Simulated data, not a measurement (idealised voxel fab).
Documented hereafter: the process module known as voxel fin reveal.
275 nm wide, 5 nm square cells: that's cross-section cut.
Cross-section format: a grid of square cells, given as bands from top to bottom; each band is one or more rows of cells. For a band, the entry starts with two heights in nm, that of the top and then that of the bottom, and carries on with the band's materials in order from left to right, each alongside its width in nm; the word "throughout" beside a single material means it fills the band edge to edge, and "blank" means empty space. Where do heights start? At 0: under that level the wafer as delivered is made of one material only. And the lowest band has no floor; it just carries on downward, as in "0 down". Width: "30..40" (first number = top row, second number = bottom row, same change from row to row of cells). Given "no modifications" for a step, no cell of the cross-section differs between before and after that step. Reported under the label "Closed void catalog" are the empty spaces having no open way to the top and comprising 8 cells or more; the notation for each is width x height at distance, in which the distance is measured from the left edge and all three values are in nm. Formally, on a step line, whatever follows the settings is a remark that the simulator itself makes on the step. Steps that use a mask can have "overlay nm" on their line. It says how far the mask sat to the right of where it was meant to be. Negative means to the left.

[So here's the lineup of process steps we planned]
- 1: RECEIVE (material Si)
- 2: CONFORMAL_DEP (material SiN; thk nm 5)
- 3: MASKED_ETCH (tone cover; mask id FINS; width nm 15; pitch nm 40; etch materials SiN; depth nm 5; overlay nm 0)
- 4: MASKED_ETCH (tone cover; mask id FINS; width nm 15; pitch nm 40; etch materials Si; depth nm 35; overlay nm 0)
- 5: FILL_DEP (material SiO2; thk nm 10)
- 6: CMP (height nm 5)
- 7: SELECTIVE_ETCH (etch materials SiO2; depth nm 25)
- 8: STRIP (etch materials SiN)
- 9: CONFORMAL_DEP (material HfO2; thk nm 5)

[Incoming wafer, cross-sectional view, post step 1]
> 0 down | Si throughout
> Closed void catalog: none

[First wafer of two, sectioned at end of module; run went per plan]
> 5 to 0 | 105 of blank; 25 of HfO2; 15 of blank; 25 of HfO2; 105 of blank
> 0 to -15 | 105 of blank; 5 of HfO2; 15 of Si; 5 of HfO2; 15 of blank; 5 of HfO2; 15 of Si; 5 of HfO2; 105 of blank
> -15 to -20 | 110 of HfO2; 15 of Si; 25 of HfO2; 15 of Si; 110 of HfO2
> -20 to -35 | 110 of SiO2; 15 of Si; 25 of SiO2; 15 of Si; 110 of SiO2
> -35 down | Si throughout
> Closed void catalog: none

[End of module, second wafer, cross-section. Started like the first, planned like the first, run with one mistake]
> 5 to 0 | 105 of blank; 25 of HfO2; 15 of blank; 25 of HfO2; 105 of blank
> 0 to -15 | 105 of blank; 5 of HfO2; 15 of Si; 5 of HfO2; 15 of blank; 5 of HfO2; 15 of Si; 5 of HfO2; 105 of blank
> -15 to -20 | 110 of HfO2; 15 of Si; 25 of HfO2; 15 of Si; 110 of HfO2
> -20 to -45 | 110 of SiO2; 15 of Si; 25 of SiO2; 15 of Si; 110 of SiO2
> -45 down | Si throughout
> Closed void catalog: none
In executing the process, a mistake was made relative to the plan: step 4 deviated from plan and actually ran as MASKED_ETCH (tone cover; mask id FINS; width nm 15; pitch nm 40; etch materials Si; depth nm 45; overlay nm 0)
at the end the second wafer has, in cells: 98 fewer of Si; 98 more of SiO2
